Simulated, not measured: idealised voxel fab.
voxel wiring stack: a process module
Cross-sectional view cut (width: 270 nm; square cell size: 5 nm).
Format of a cross-section: grid, square cells. Given as bands. Order: top down. Band: one or more rows of cells.
Top, bottom (nm), then materials left to right with widths (nm); lone material tagged "full width" fills the whole band edge to edge; "air" = empty space.
Height 0 is the level under which the wafer as received is all one material. The lowest band goes on downwards, as in "z 0 and below".
A width such as "30->40" changes by the same amount from each row of cells to the next, from the band's top row to its bottom row.
Basically "no change" means that step didn't change any cell in the cross-section.
Voids not open to the top, 8 cells minimum: see "Fully sealed voids". Written width x height at distance; distance is from the left edge; nm.
Read whatever lies past the settings on a step's line as the simulator's own remark about the step.
overlay nm: on a step with a mask, how far right of its planned place the mask lay; negative means left.
HERE'S WHAT THE PLANNED PROCESS STEPS LOOK LIKE
step 1: RECEIVE [material Si]
step 2: CONFORMAL_DEP [material SiO2] [thk nm 15]
step 3: CONFORMAL_DEP [material SiCN] [thk nm 5]
step 4: DIRECTIONAL_DEP [material SiO2] [thk nm 25]
step 5: MASKED_ETCH [tone open] [mask id METAL_1] [width nm 20] [pitch nm 40] [etch materials SiO2] [depth nm 25] [overlay nm 0]
step 6: MASKED_ETCH [tone open] [mask id METAL_1] [width nm 20] [pitch nm 40] [etch materials SiCN] [depth nm 5] [overlay nm 0]
step 7: CONFORMAL_DEP [material TiN] [thk nm 5]
step 8: FILL_DEP [material Cu] [thk nm 5]
step 9: CMP [height nm 45]
step 10: EPI [material Ru] [thk nm 5]
step 11: FILL_DEP [material SiCN] [thk nm 5]
step 12: DIRECTIONAL_DEP [material lowk] [thk nm 10]
step 13: MASKED_ETCH [tone open] [mask id PLUG_1] [width nm 15] [pitch nm 40] [etch materials lowk] [depth nm 10] [overlay nm 0]
step 14: MASKED_ETCH [tone open] [mask id PLUG_1] [width nm 15] [pitch nm 40] [etch materials SiCN] [depth nm 5] [overlay nm 0]
step 15: CONFORMAL_DEP [material TiN] [thk nm 5]
step 16: FILL_DEP [material W] [thk nm 10]
step 17: CMP [height nm 65]
step 18: DIRECTIONAL_DEP [material TiN] [thk nm 5]
step 19: DIRECTIONAL_DEP [material W] [thk nm 25]
step 20: MASKED_ETCH [tone cover] [mask id METAL_2] [width nm 20] [pitch nm 40] [etch materials W] [depth nm 25] [overlay nm 0]
step 21: MASKED_ETCH [tone cover] [mask id METAL_2] [width nm 20] [pitch nm 40] [etch materials TiN] [depth nm 5] [overlay nm 0]
step 22: CONFORMAL_DEP [material SiCN] [thk nm 5]
step 23: FILL_DEP [material lowk] [thk nm 10]
step 24: CMP [height nm 95]
step 25: CONFORMAL_DEP [material SiCN] [thk nm 5]
STEP 1 COMPLETE: CROSS-SECTION OF THE WAFER AS RECEIVED
- z 0 and below: Si full width
- Fully sealed voids: none
END-OF-MODULE XS, FIRST OF TWO WAFERS, RUN AS PLANNED
- z 100 to 95: SiCN full width
- z 95 to 70: lowk 100; SiCN 5; W 20; SiCN 5; lowk 10; SiCN 5; W 20; SiCN 5; lowk 100
- z 70 to 65: SiCN 105; TiN 20; SiCN 20; TiN 20; SiCN 105
- z 65 to 55: lowk 105; TiN 5; W 5; TiN 5; lowk 25; TiN 5; W 5; TiN 5; lowk 110
- z 55 to 50: SiCN 105; TiN 15; SiCN 25; TiN 15; SiCN 110
- z 50 to 45: SiCN 100; Ru 30; SiCN 10; Ru 30; SiCN 100
- z 45 to 20: SiO2 105; TiN 5; Cu 10; TiN 5; SiO2 20; TiN 5; Cu 10; TiN 5; SiO2 105
- z 20 to 15: SiCN 105; TiN 20; SiCN 20; TiN 20; SiCN 105
- z 15 to 0: SiO2 full width
- z 0 and below: Si full width
- Fully sealed voids: none
PRESENTED HERE IS A CROSS-SECTION OF THE SECOND OF THE TWO WAFERS AS IT STOOD AT THE END OF THE MODULE. IT WAS STARTED IN THE SAME MANNER AND ASSIGNED THE SAME PLAN AS THE FIRST WAFER; HOWEVER, ONE MISTAKE WAS MADE IN ITS EXECUTION
- z 100 to 95: SiCN full width
- z 95 to 70: lowk 100; SiCN 5; W 20; SiCN 5; lowk 10; SiCN 5; W 20; SiCN 5; lowk 100
- z 70 to 65: SiCN 105; TiN 20; SiCN 20; TiN 20; SiCN 105
- z 65 to 55: lowk 105; TiN 5; W 5; TiN 5; lowk 25; TiN 5; W 5; TiN 5; lowk 110
- z 55 to 50: SiCN 105; TiN 15; SiCN 25; TiN 15; SiCN 110
- z 50 to 45: SiCN 100; Ru 30; SiCN 10; Ru 30; SiCN 100
- z 45 to 40: SiCN 105; TiN 20; SiCN 20; TiN 20; SiCN 105
- z 40 to 0: SiO2 full width
- z 0 and below: Si full width
- Fully sealed voids: none
Deviation noted in wafer processing: sequence error: steps 3 and 4 interchanged
Count the cells at the end and the second wafer has more or fewer of some materials than the first: Cu -20; SiO2 +40; TiN -20
